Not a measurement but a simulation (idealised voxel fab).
The process module that follows is named voxel gate over fins.
FYI the section here is cut, 265 nm wide, cells are 5 nm squares.
The cross-sections in this document take the form of a grid made of square cells. They are written out as bands, in order from top to bottom. Each band consists of one or more rows of cells. Each band's line starts with the height of the band's top and of its bottom, in nm. Then come its materials from left to right, each with its width in nm. One material with "throughout" fills the band from edge to edge. "blank" is empty space. Beneath 0, the wafer as received is one material, and that level is where height counting begins. The lowest band goes on downward without a bottom; it is written like "0 down". With a width like "30..40", each row of cells in the band differs from the next by the same amount, the top row carrying the first number and the bottom row the second. "nothing changed" -> step changed no cross-section cell. Closed empty spaces (no open way to the top) of 8 cells or more are what "Voids lacking openings" lists, each as width x height at distance from the left edge, nm for all three. Whatever follows a step's settings on its line is a remark the simulator itself makes about that step. A step's line can hold "overlay nm"; with a mask on that step, the setting says how far right of the planned place the mask lay, while a negative setting says it lay to the left.
The planned process steps are enumerated hereunder:
1 RECEIVE,material Si
2 CONFORMAL_DEP,material SiN,thk nm 10
3 MASKED_ETCH,tone cover,mask id FINS,width nm 15,pitch nm 45,etch materials SiN,depth nm 10,overlay nm 0
4 MASKED_ETCH,tone cover,mask id FINS,width nm 15,pitch nm 45,etch materials Si,depth nm 30,overlay nm 0
5 OXIDIZE,depth nm 5
6 FILL_DEP,material SiO2,thk nm 5
7 CMP,height nm 10
8 SELECTIVE_ETCH,etch materials SiO2,depth nm 25
9 STRIP,etch materials SiN
10 CONFORMAL_DEP,material HfO2,thk nm 5
11 CONFORMAL_DEP,material TiN,thk nm 5
12 CONFORMAL_DEP,material TiAl,thk nm 5
13 CONFORMAL_DEP,material TiN,thk nm 5
14 FILL_DEP,material W,thk nm 10
15 CMP,height nm 25
16 CONFORMAL_DEP,material SiCN,thk nm 10
The first of two wafers, run as planned:
Cross-section: wafer on arrival = after step 1:
	0 down = Si throughout
	Voids lacking openings: none
After step 2, in cross-section:
	10 to 0 = SiN throughout
	Rest of section, below 0: as before.
After step 3, in cross-section:
	10 to 0 = 55 of blank, 15 of SiN, 30 of blank, 15 of SiN, 30 of blank, 15 of SiN, 30 of blank, 15 of SiN, 60 of blank
	Rest of section, below 0: as before.
After step 4, in cross-section:
	10 to 0 = 55 of blank, 15 of SiN, 30 of blank, 15 of SiN, 30 of blank, 15 of SiN, 30 of blank, 15 of SiN, 60 of blank
	0 to -30 = 55 of blank, 15 of Si, 30 of blank, 15 of Si, 30 of blank, 15 of Si, 30 of blank, 15 of Si, 60 of blank
	Rest of section, below -30: as before.
After step 5, in cross-section:
	10 to 0 = 55 of blank, 15 of SiN, 30 of blank, 15 of SiN, 30 of blank, 15 of SiN, 30 of blank, 15 of SiN, 60 of blank
	0 to -30 = 55 of blank, 5 of SiO2, 5 of Si, 5 of SiO2, 30 of blank, 5 of SiO2, 5 of Si, 5 of SiO2, 30 of blank, 5 of SiO2, 5 of Si, 5 of SiO2, 30 of blank, 5 of SiO2, 5 of Si, 5 of SiO2, 60 of blank
	-30 to -35 = 60 of SiO2, 5 of Si, 40 of SiO2, 5 of Si, 40 of SiO2, 5 of Si, 40 of SiO2, 5 of Si, 65 of SiO2
	Rest of section, below -35: as before.
After step 6, in cross-section:
	15 to 10 = SiO2 throughout
	10 to 0 = 55 of SiO2, 15 of SiN, 30 of SiO2, 15 of SiN, 30 of SiO2, 15 of SiN, 30 of SiO2, 15 of SiN, 60 of SiO2
	0 to -35 = 60 of SiO2, 5 of Si, 40 of SiO2, 5 of Si, 40 of SiO2, 5 of Si, 40 of SiO2, 5 of Si, 65 of SiO2
	Rest of section, below -35: as before.
After step 7, in cross-section:
	10 to 0 = 55 of SiO2, 15 of SiN, 30 of SiO2, 15 of SiN, 30 of SiO2, 15 of SiN, 30 of SiO2, 15 of SiN, 60 of SiO2
	Rest of section, below 0: as before.
After step 8, in cross-section:
	10 to 0 = 55 of blank, 15 of SiN, 30 of blank, 15 of SiN, 30 of blank, 15 of SiN, 30 of blank, 15 of SiN, 60 of blank
	0 to -15 = 60 of blank, 5 of Si, 40 of blank, 5 of Si, 40 of blank, 5 of Si, 40 of blank, 5 of Si, 65 of blank
	Rest of section, below -15: as before.
After step 9, in cross-section:
	0 to -15 = 60 of blank, 5 of Si, 40 of blank, 5 of Si, 40 of blank, 5 of Si, 40 of blank, 5 of Si, 65 of blank
	Rest of section, below -15: as before.
After step 10, in cross-section:
	5 to 0 = 55 of blank, 15 of HfO2, 30 of blank, 15 of HfO2, 30 of blank, 15 of HfO2, 30 of blank, 15 of HfO2, 60 of blank
	0 to -10 = 55 of blank, 5 of HfO2, 5 of Si, 5 of HfO2, 30 of blank, 5 of HfO2, 5 of Si, 5 of HfO2, 30 of blank, 5 of HfO2, 5 of Si, 5 of HfO2, 30 of blank, 5 of HfO2, 5 of Si, 5 of HfO2, 60 of blank
	-10 to -15 = 60 of HfO2, 5 of Si, 40 of HfO2, 5 of Si, 40 of HfO2, 5 of Si, 40 of HfO2, 5 of Si, 65 of HfO2
	Rest of section, below -15: as before.
After step 11, in cross-section:
	10 to 5 = 50 of blank, 25 of TiN, 20 of blank, 25 of TiN, 20 of blank, 25 of TiN, 20 of blank, 25 of TiN, 55 of blank
	5 to 0 = 50 of blank, 5 of TiN, 15 of HfO2, 5 of TiN, 20 of blank, 5 of TiN, 15 of HfO2, 5 of TiN, 20 of blank, 5 of TiN, 15 of HfO2, 5 of TiN, 20 of blank, 5 of TiN, 15 of HfO2, 5 of TiN, 55 of blank
	0 to -5 = 50 of blank, 5 of TiN, 5 of HfO2, 5 of Si, 5 of HfO2, 5 of TiN, 20 of blank, 5 of TiN, 5 of HfO2, 5 of Si, 5 of HfO2, 5 of TiN, 20 of blank, 5 of TiN, 5 of HfO2, 5 of Si, 5 of HfO2, 5 of TiN, 20 of blank, 5 of TiN, 5 of HfO2, 5 of Si, 5 of HfO2, 5 of TiN, 55 of blank
	-5 to -10 = 55 of TiN, 5 of HfO2, 5 of Si, 5 of HfO2, 30 of TiN, 5 of HfO2, 5 of Si, 5 of HfO2, 30 of TiN, 5 of HfO2, 5 of Si, 5 of HfO2, 30 of TiN, 5 of HfO2, 5 of Si, 5 of HfO2, 60 of TiN
	Rest of section, below -10: as before.
After step 12, in cross-section:
	15 to 10 = 45 of blank, 35 of TiAl, 10 of blank, 35 of TiAl, 10 of blank, 35 of TiAl, 10 of blank, 35 of TiAl, 50 of blank
	10 to 5 = 45 of blank, 5 of TiAl, 25 of TiN, 5 of TiAl, 10 of blank, 5 of TiAl, 25 of TiN, 5 of TiAl, 10 of blank, 5 of TiAl, 25 of TiN, 5 of TiAl, 10 of blank, 5 of TiAl, 25 of TiN, 5 of TiAl, 50 of blank
	5 to 0 = 45 of blank, 5 of TiAl, 5 of TiN, 15 of HfO2, 5 of TiN, 5 of TiAl, 10 of blank, 5 of TiAl, 5 of TiN, 15 of HfO2, 5 of TiN, 5 of TiAl, 10 of blank, 5 of TiAl, 5 of TiN, 15 of HfO2, 5 of TiN, 5 of TiAl, 10 of blank, 5 of TiAl, 5 of TiN, 15 of HfO2, 5 of TiN, 5 of TiAl, 50 of blank
	0 to -5 = 50 of TiAl, 5 of TiN, 5 of HfO2, 5 of Si, 5 of HfO2, 5 of TiN, 20 of TiAl, 5 of TiN, 5 of HfO2, 5 of Si, 5 of HfO2, 5 of TiN, 20 of TiAl, 5 of TiN, 5 of HfO2, 5 of Si, 5 of HfO2, 5 of TiN, 20 of TiAl, 5 of TiN, 5 of HfO2, 5 of Si, 5 of HfO2, 5 of TiN, 55 of TiAl
	Rest of section, below -5: as before.
After step 13, in cross-section:
	20 to 15 = 40 of blank, 180 of TiN, 45 of blank
	15 to 10 = 40 of blank, 5 of TiN, 35 of TiAl, 10 of TiN, 35 of TiAl, 10 of TiN, 35 of TiAl, 10 of TiN, 35 of TiAl, 5 of TiN, 45 of blank
	10 to 5 = 40 of blank, 5 of TiN, 5 of TiAl, 25 of TiN, 5 of TiAl, 10 of TiN, 5 of TiAl, 25 of TiN, 5 of TiAl, 10 of TiN, 5 of TiAl, 25 of TiN, 5 of TiAl, 10 of TiN, 5 of TiAl, 25 of TiN, 5 of TiAl, 5 of TiN, 45 of blank
	5 to 0 = 45 of TiN, 5 of TiAl, 5 of TiN, 15 of HfO2, 5 of TiN, 5 of TiAl, 10 of TiN, 5 of TiAl, 5 of TiN, 15 of HfO2, 5 of TiN, 5 of TiAl, 10 of TiN, 5 of TiAl, 5 of TiN, 15 of HfO2, 5 of TiN, 5 of TiAl, 10 of TiN, 5 of TiAl, 5 of TiN, 15 of HfO2, 5 of TiN, 5 of TiAl, 50 of TiN
	Rest of section, below 0: as before.
After step 14, in cross-section:
	30 to 20 = W throughout
	20 to 15 = 40 of W, 180 of TiN, 45 of W
	15 to 10 = 40 of W, 5 of TiN, 35 of TiAl, 10 of TiN, 35 of TiAl, 10 of TiN, 35 of TiAl, 10 of TiN, 35 of TiAl, 5 of TiN, 45 of W
	10 to 5 = 40 of W, 5 of TiN, 5 of TiAl, 25 of TiN, 5 of TiAl, 10 of TiN, 5 of TiAl, 25 of TiN, 5 of TiAl, 10 of TiN, 5 of TiAl, 25 of TiN, 5 of TiAl, 10 of TiN, 5 of TiAl, 25 of TiN, 5 of TiAl, 5 of TiN, 45 of W
	Rest of section, below 5: as before.
After step 15, in cross-section:
	25 to 20 = W throughout
	Rest of section, below 20: as before.
After step 16, in cross-section:
	35 to 25 = SiCN throughout
	Rest of section, below 25: as before.
Wafer two. Same start, same plan, one slip in execution. Same as wafer one through step 5, inclusive:
X-section, second wafer, when step 6 was due to finish:
	15 to 10 = TiN throughout
	10 to 0 = 55 of TiN, 15 of SiN, 30 of TiN, 15 of SiN, 30 of TiN, 15 of SiN, 30 of TiN, 15 of SiN, 60 of TiN
	0 to -30 = 55 of TiN, 5 of SiO2, 5 of Si, 5 of SiO2, 30 of TiN, 5 of SiO2, 5 of Si, 5 of SiO2, 30 of TiN, 5 of SiO2, 5 of Si, 5 of SiO2, 30 of TiN, 5 of SiO2, 5 of Si, 5 of SiO2, 60 of TiN
	Rest of section, below -30: as before.
X-section, second wafer, when step 7 was due to finish:
	10 to 0 = 55 of TiN, 15 of SiN, 30 of TiN, 15 of SiN, 30 of TiN, 15 of SiN, 30 of TiN, 15 of SiN, 60 of TiN
	Rest of section, below 0: as before.
X-section, second wafer, when step 8 was due to finish: nothing changed
X-section, second wafer, when step 9 was due to finish:
	10 to 0 = 55 of TiN, 15 of blank, 30 of TiN, 15 of blank, 30 of TiN, 15 of blank, 30 of TiN, 15 of blank, 60 of TiN
	Rest of section, below 0: as before.
X-section, second wafer, when step 10 was due to finish:
	15 to 10 = 60 of HfO2, 5 of blank, 40 of HfO2, 5 of blank, 40 of HfO2, 5 of blank, 40 of HfO2, 5 of blank, 65 of HfO2
	10 to 5 = 55 of TiN, 5 of HfO2, 5 of blank, 5 of HfO2, 30 of TiN, 5 of HfO2, 5 of blank, 5 of HfO2, 30 of TiN, 5 of HfO2, 5 of blank, 5 of HfO2, 30 of TiN, 5 of HfO2, 5 of blank, 5 of HfO2, 60 of TiN
	5 to 0 = 55 of TiN, 15 of HfO2, 30 of TiN, 15 of HfO2, 30 of TiN, 15 of HfO2, 30 of TiN, 15 of HfO2, 60 of TiN
	Rest of section, below 0: as before.
X-section, second wafer, when step 11 was due to finish:
	20 to 15 = TiN throughout
	15 to 10 = 60 of HfO2, 5 of TiN, 40 of HfO2, 5 of TiN, 40 of HfO2, 5 of TiN, 40 of HfO2, 5 of TiN, 65 of HfO2
	10 to 5 = 55 of TiN, 5 of HfO2, 5 of TiN, 5 of HfO2, 30 of TiN, 5 of HfO2, 5 of TiN, 5 of HfO2, 30 of TiN, 5 of HfO2, 5 of TiN, 5 of HfO2, 30 of TiN, 5 of HfO2, 5 of TiN, 5 of HfO2, 60 of TiN
	Rest of section, below 5: as before.
X-section, second wafer, when step 12 was due to finish:
	25 to 20 = TiAl throughout
	Rest of section, below 20: as before.
X-section, second wafer, when step 13 was due to finish:
	30 to 25 = TiN throughout
	Rest of section, below 25: as before.
X-section, second wafer, when step 14 was due to finish:
	40 to 30 = W throughout
	Rest of section, below 30: as before.
X-section, second wafer, when step 15 was due to finish:
	25 to 20 = TiAl throughout
	Rest of section, below 20: as before.
X-section, second wafer, when step 16 was due to finish:
	35 to 25 = SiCN throughout
	Rest of section, below 25: as before.
Processing error: step 6, actual vs plan mismatch, actual run FILL_DEP,material TiN,thk nm 5
FYI, end of process, the second wafer has more or fewer cells of some materials than the first: HfO2: 8 fewer, SiO2: 99 fewer, TiAl: 24 fewer, TiN: 235 more, W: 104 fewer
